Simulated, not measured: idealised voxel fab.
Module name: voxel self aligned contacts (process module)
cross-section cut | 235 nm wide | cells 5 nm
Bands, listed from the top down, are how a cross-section gets written in this document; the cross-section itself is a grid of square cells, and a band is one or more rows of them.
In this notation a band is specified by the heights of its top and bottom, in that order and in nm, after which its materials appear from left to right, each paired with its width in nm. The word "edge to edge" attached to a single material means that material fills the band from edge to edge; the word "air" stands for empty space.
Beneath 0, the wafer as received is one material, and that level is where height counting begins. The lowest band goes on downward without a bottom; it is written like "0 down".
Width spec "30..40" -> top row of cells at first value, bottom row at second value, equal per-row change in between.
Reading "all unchanged" for a step: not a cell of the cross-section changed in it.
Empty spaces without an open route to the top, at least 8 cells in extent, make up the entry "Enclosed void listing"; each is given as width x height at distance, where the distance is measured from the left edge, and all are in nm.
That trailing text on a step's line, after the settings, is the simulator's own remark on the step.
Regarding "overlay nm": on a step with a mask, it is the distance the mask lay to the right of its planned place; a negative value places it to the left.
## The process steps that were planned are listed below
| 1 | RECEIVE (material Si) |
| 2 | OXIDIZE (depth nm 5) |
| 3 | DIRECTIONAL_DEP (material polySi; thk nm 25) |
| 4 | DIRECTIONAL_DEP (material SiN; thk nm 15) |
| 5 | PATTERN (tone cover; mask id GATE; material resist; width nm 25; pitch nm 60; thk nm 15; overlay nm 0) |
| 6 | DIRECTIONAL_ETCH (etch materials SiN; depth nm 15) |
| 7 | DIRECTIONAL_ETCH (etch materials polySi; depth nm 25) |
| 8 | STRIP (etch materials resist) |
| 9 | CONFORMAL_DEP (material SiN; thk nm 5) |
| 10 | DIRECTIONAL_ETCH (etch materials SiN; depth nm 5) |
| 11 | FILL_DEP (material SiO2; thk nm 15) |
| 12 | CMP (height nm 50) |
| 13 | MASKED_ETCH (tone open; mask id CONTACT; width nm 45; etch materials SiO2; depth nm 55; overlay nm 0) |
| 14 | CONFORMAL_DEP (material TiN; thk nm 5) |
| 15 | FILL_DEP (material Ru; thk nm 10) |
| 16 | CMP (height nm 50) |
| 17 | CONFORMAL_DEP (material SiN; thk nm 5) |
## Cross-section of the wafer at receipt, which is the condition after step 1
	0 down: Si edge to edge
	Enclosed void listing: none
## Sectioned view, first of two wafers, at the close of the module, processed as intended in the plan
	55 to 50: SiN edge to edge
	50 to 40: SiO2 95, TiN 5..15, Ru 35..15, TiN 5..15, SiO2 95
	40 to 25: SiO2 70, SiN 35, TiN 5, Ru 15, TiN 5, SiN 35, SiO2 70
	25 to 0: SiO2 70, SiN 5, polySi 25, SiN 5, TiN 5, Ru 15, TiN 5, SiN 5, polySi 25, SiN 5, SiO2 70
	0 to -5: SiO2 105, TiN 25, SiO2 105
	-5 down: Si edge to edge
	Enclosed void listing: none
## Here is the second of the two wafers cut open at the end of the module - same start, same plan as the first one, but we made one mistake running it
	55 to 50: SiN edge to edge
	50 to 40: Ru 90..65, TiN 5..30, SiO2 45, TiN 5..30, Ru 90..65
	40 to 25: Ru 65, TiN 5, SiN 35, SiO2 25, SiN 35, TiN 5, Ru 65
	25 to 0: Ru 65, TiN 5, SiN 5, polySi 25, SiN 5, SiO2 25, SiN 5, polySi 25, SiN 5, TiN 5, Ru 65
	0 to -5: TiN 70, SiO2 95, TiN 70
	-5 down: Si edge to edge
	Enclosed void listing: none
Which mistake was made when the wafer was run? step 13 ran as: MASKED_ETCH (tone cover; mask id CONTACT; width nm 45; etch materials SiO2; depth nm 55; overlay nm 0)
at the end the second wafer has, in cells: Ru: 236 more | SiO2: 265 fewer | TiN: 29 more
